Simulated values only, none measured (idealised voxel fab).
Process module name: voxel fin reveal
The width of the displayed cross-section, cut, is 290 nm; its cells are square, with a size of 5 nm.
Just so we're on the same page, the cross-sections are grids of square cells, and they're listed out in bands top to bottom, each band one or more rows deep. Heights first: top, then bottom, in nm. Then materials, left to right, each with a width in nm. "throughout" on a single material: fills the band edge to edge. "blank": empty space. For the purposes of this specification, 0 denotes the height below which the wafer in its as-received condition is composed wholly of one material, and the lowermost band, lacking a lower limit, extends downward without end, as expressed in "from 0 down". The width entry "30->40" should be interpreted row by row: the top row of cells in the band takes the first number, the bottom row takes the second number, and the change between adjacent rows is uniform throughout. Reading "nothing changed" for a step: not a cell of the cross-section changed in it. If an empty space has no open way to the top and is at least 8 cells in size, "Closed void entries" lists it, written width x height at distance, where distance is measured from the left edge and every value is in nm. after a step's settings: what the simulator itself notes on the step. What "overlay nm" on a step's line means: if the step has a mask, that mask lay this far to the right of its planned place, or, when the value is negative, to the left.

The process steps that were planned are listed below:
1,RECEIVE,material Si
2,CONFORMAL_DEP,material SiN,thk nm 10
3,DIRECTIONAL_DEP,material aC,thk nm 15
4,PATTERN,tone cover,mask id FINS,material resist,width nm 15,pitch nm 35,thk nm 30,overlay nm 0
5,DIRECTIONAL_ETCH,etch materials aC,depth nm 15
6,STRIP,etch materials resist
7,DIRECTIONAL_ETCH,etch materials SiN,depth nm 10
8,DIRECTIONAL_ETCH,etch materials Si,depth nm 35
9,STRIP,etch materials aC
10,OXIDIZE,depth nm 5
11,FILL_DEP,material SiO2,thk nm 5
12,CMP,height nm 10
13,SELECTIVE_ETCH,etch materials SiO2,depth nm 35
14,STRIP,etch materials SiN
15,CONFORMAL_DEP,material SiO2,thk nm 5

Cross-section: wafer on arrival = after step 1:
from 0 down  Si throughout
Closed void entries: none

First of two wafers at the end of the module, shown in cross-section; run carried out as planned:
from 5 to 0  blank=85, SiO2=15, blank=20, SiO2=15, blank=20, SiO2=15, blank=20, SiO2=15, blank=85
from 0 to -20  blank=85, SiO2=5, Si=5, SiO2=5, blank=20, SiO2=5, Si=5, SiO2=5, blank=20, SiO2=5, Si=5, SiO2=5, blank=20, SiO2=5, Si=5, SiO2=5, blank=85
from -20 to -40  SiO2=90, Si=5, SiO2=30, Si=5, SiO2=30, Si=5, SiO2=30, Si=5, SiO2=90
from -40 down  Si throughout
Closed void entries: none

Second wafer through the module, sectioned at the end: same beginning and same plan as the first wafer, with one mistake in carrying it out:
from 5 to 0  SiO2=85, blank=15, SiO2=20, blank=15, SiO2=20, blank=15, SiO2=20, blank=15, SiO2=85
from 0 to -20  Si=80, SiO2=5, blank=15, SiO2=5, Si=10, SiO2=5, blank=15, SiO2=5, Si=10, SiO2=5, blank=15, SiO2=5, Si=10, SiO2=5, blank=15, SiO2=5, Si=80
from -20 to -40  Si=80, SiO2=25, Si=10, SiO2=25, Si=10, SiO2=25, Si=10, SiO2=25, Si=80
from -40 down  Si throughout
Closed void entries: none
What went wrong in running the wafer? step 4 did not happen as planned, as run it was PATTERN,tone open,mask id FINS,material resist,width nm 15,pitch nm 35,thk nm 30,overlay nm 0
Bottom line after processing is that, in cells, the second wafer is up or down on some materials versus the first: +272 Si | -102 SiO2
